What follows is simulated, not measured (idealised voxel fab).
Presented below is a process module, voxel plated lines.
Pictured: cross-section cut, 215 nm wide, on a grid of 5 nm square cells.
Cross-section = grid of square cells, listed top down in bands; band = one or more rows.
This entry defines a band. It first specifies the height of the band's top and the height of its bottom in nm, and then specifies the band's materials from left to right, stating each material with its width in nm. The word "full width" identifies a single material that fills the band from edge to edge, while the word "air" identifies empty space.
Height datum 0, below which the as-received substrate wafer is one material. Lowest band open at the bottom, running downward: "0 -> down".
Quick explanation for "30->40": the width changes in equal steps down the rows of cells, from the first number in the band's top row to the second number in its bottom row.
A step reported as "stayed the same" is a step in which no cell of the cross-section changed.
Closed-off voids of 8+ cells (no open route to the top) go in "Tabulated closed voids", written width x height at distance from the left edge, in nm.
Where a step's line continues beyond its settings, the continuation is a remark by the simulator itself on that step.
The "overlay nm" setting may appear on a step's line; for a step that uses a mask, it gives how far to the right of its planned position the mask lay, and a negative value indicates the left.

[Steps planned for the process]
1,RECEIVE,material Si
2,CONFORMAL_DEP,material SiN,thk nm 10
3,DIRECTIONAL_DEP,material TiN,thk nm 5
4,PATTERN,tone open,mask id LINES,material resist,width nm 25,pitch nm 45,thk nm 40,overlay nm 0
5,EPI,material Ru,thk nm 10
6,EPI,material Ru,thk nm 10
7,EPI,material Ru,thk nm 10
8,STRIP,etch materials resist
9,DIRECTIONAL_ETCH,etch materials TiN,depth nm 5
10,CONFORMAL_DEP,material SiCN,thk nm 10

[Cross-section: wafer on arrival = after step 1]
	0 -> down | Si full width
	Tabulated closed voids: none

[Wafer at module end, in section. Began as above, planned as above, run with one mistake]
	55 -> 45 | SiCN 60, then air 5, then SiCN 40, then air 5, then SiCN 40, then air 5, then SiCN 60
	45 -> 20 | Ru 50, then SiCN 10, then air 5, then SiCN 10, then Ru 20, then SiCN 10, then air 5, then SiCN 10, then Ru 20, then SiCN 10, then air 5, then SiCN 10, then Ru 50
	20 -> 15 | Ru 50, then SiCN 25, then Ru 20, then SiCN 25, then Ru 20, then SiCN 25, then Ru 50
	15 -> 10 | TiN 50, then SiCN 25, then TiN 20, then SiCN 25, then TiN 20, then SiCN 25, then TiN 50
	10 -> 0 | SiN full width
	0 -> down | Si full width
	Tabulated closed voids: none
It is concluded that the wafer was processed incorrectly with respect to the plan, in that step 4 did not happen as planned, as run it was PATTERN,tone cover,mask id LINES,material resist,width nm 25,pitch nm 45,thk nm 40,overlay nm 0
